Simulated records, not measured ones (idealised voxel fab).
process module | voxel capacitor over wiring
cross-section cut | 265 nm wide | cells 5 nm
A cross-section is a grid of square cells, given in bands from the top down. A band is one or more rows of cells.
Each band's line starts with the height of the band's top and of its bottom, in nm. Then come its materials from left to right, each with its width in nm. One material with "throughout" fills the band from edge to edge. "air" is empty space.
Height 0 is the level under which the wafer as received is all one material. The lowest band goes on downwards, as in "0 down".
A width such as "30 to 40" changes by the same amount from each row of cells to the next, from the band's top row to its bottom row.
"no change" after a step means that no cell of the cross-section changed.
closed voids: empty space of 8 cells or more with no open way to the top, each as width x height at its distance from the left edge, in nm
after a step's settings: what the simulator itself notes on the step
overlay nm, on a step with a mask: how far to the right of its planned place the mask lay; to the left if negative
plan
1 op RECEIVE | material Si
2 op CONFORMAL_DEP | material SiO2 | thk nm 15
3 op DIRECTIONAL_DEP | material TiN | thk nm 5
4 op DIRECTIONAL_DEP | material W | thk nm 15
5 op PATTERN | tone cover | mask id METAL_1 | material resist | width nm 25 | pitch nm 80 | thk nm 15 | overlay nm 0
6 op DIRECTIONAL_ETCH | etch materials W | depth nm 15
7 op DIRECTIONAL_ETCH | etch materials TiN | depth nm 5
8 op STRIP | etch materials resist
9 op CONFORMAL_DEP | material SiCN | thk nm 5
10 op FILL_DEP | material lowk | thk nm 5
11 op CMP | height nm 35
12 op CONFORMAL_DEP | material SiCN | thk nm 5
13 op DIRECTIONAL_DEP | material lowk | thk nm 20
14 op PATTERN | tone open | mask id PLUG_1 | material resist | width nm 15 | thk nm 15 | overlay nm 0
15 op DIRECTIONAL_ETCH | etch materials lowk | depth nm 20
16 op DIRECTIONAL_ETCH | etch materials SiCN | depth nm 5
17 op STRIP | etch materials resist
18 op CONFORMAL_DEP | material TiN | thk nm 5
19 op FILL_DEP | material W | thk nm 5
20 op CMP | height nm 60
21 op DIRECTIONAL_DEP | material TiN | thk nm 5
22 op DIRECTIONAL_DEP | material HfO2 | thk nm 5
23 op DIRECTIONAL_DEP | material TiN | thk nm 5
24 op PATTERN | tone cover | mask id UPPER_PLATE | material resist | width nm 60 | thk nm 15 | overlay nm 0
25 op DIRECTIONAL_ETCH | etch materials TiN | depth nm 5
26 op DIRECTIONAL_ETCH | etch materials HfO2 | depth nm 5
27 op STRIP | etch materials resist
28 op PATTERN | tone cover | mask id LOWER_PLATE | material resist | width nm 70 | thk nm 15 | overlay nm 0
29 op DIRECTIONAL_ETCH | etch materials TiN | depth nm 5
30 op STRIP | etch materials resist
31 op FILL_DEP | material SiO2 | thk nm 15
32 op CMP | height nm 85
33 op DIRECTIONAL_DEP | material aC | thk nm 10
34 op PATTERN | tone open | mask id PLUG_2 | material resist | width nm 15 | thk nm 30 | overlay nm 0
35 op DIRECTIONAL_ETCH | etch materials aC | depth nm 10
36 op STRIP | etch materials resist
37 op DIRECTIONAL_ETCH | etch materials SiO2 | depth nm 10
38 op STRIP | etch materials aC
39 op CONFORMAL_DEP | material TiN | thk nm 5
40 op FILL_DEP | material Ru | thk nm 10
41 op CMP | height nm 85
42 op CONFORMAL_DEP | material SiCN | thk nm 5
as received, after step 1
  0 down: Si throughout
  closed voids: none
first wafer at the end, as planned
  90 to 85: SiCN throughout
  85 to 80: SiO2 100 | TiN 5 | Ru 5 | TiN 5 | SiO2 150
  80 to 70: SiO2 100 to 90 | TiN 15 to 60 | SiO2 150 to 115
  70 to 65: SiO2 90 | HfO2 60 | SiO2 115
  65 to 60: SiO2 85 | TiN 70 | SiO2 110
  60 to 40: lowk 90 | TiN 5 | W 5 | TiN 5 | lowk 160
  40 to 35: SiCN 90 | TiN 15 | SiCN 160
  35 to 20: lowk 75 | SiCN 5 | W 25 | SiCN 5 | lowk 45 | SiCN 5 | W 25 | SiCN 5 | lowk 75
  20 to 15: SiCN 80 | TiN 25 | SiCN 55 | TiN 25 | SiCN 80
  15 to 0: SiO2 throughout
  0 down: Si throughout
  closed voids: none
second wafer at the end: like start, like plan, one mistake
  90 to 85: SiCN throughout
  85 to 80: SiO2 100 | TiN 5 | Ru 5 | TiN 5 | SiO2 150
  80 to 75: SiO2 100 | TiN 15 | SiO2 150
  75 to 70: SiO2 throughout
  70 to 65: SiO2 90 | HfO2 60 | SiO2 115
  65 to 60: TiN 85 | SiO2 5 | TiN 60 | SiO2 5 | TiN 110
  60 to 40: lowk 90 | TiN 5 | W 5 | TiN 5 | lowk 160
  40 to 35: SiCN 90 | TiN 15 | SiCN 160
  35 to 20: lowk 75 | SiCN 5 | W 25 | SiCN 5 | lowk 45 | SiCN 5 | W 25 | SiCN 5 | lowk 75
  20 to 15: SiCN 80 | TiN 25 | SiCN 55 | TiN 25 | SiCN 80
  15 to 0: SiO2 throughout
  0 down: Si throughout
  closed voids: none
what went wrong: step 28 ran as: op PATTERN | tone open | mask id LOWER_PLATE | material resist | width nm 70 | thk nm 15 | overlay nm 0
at the end the second wafer has, in cells: 25 fewer of SiO2 | 25 more of TiN
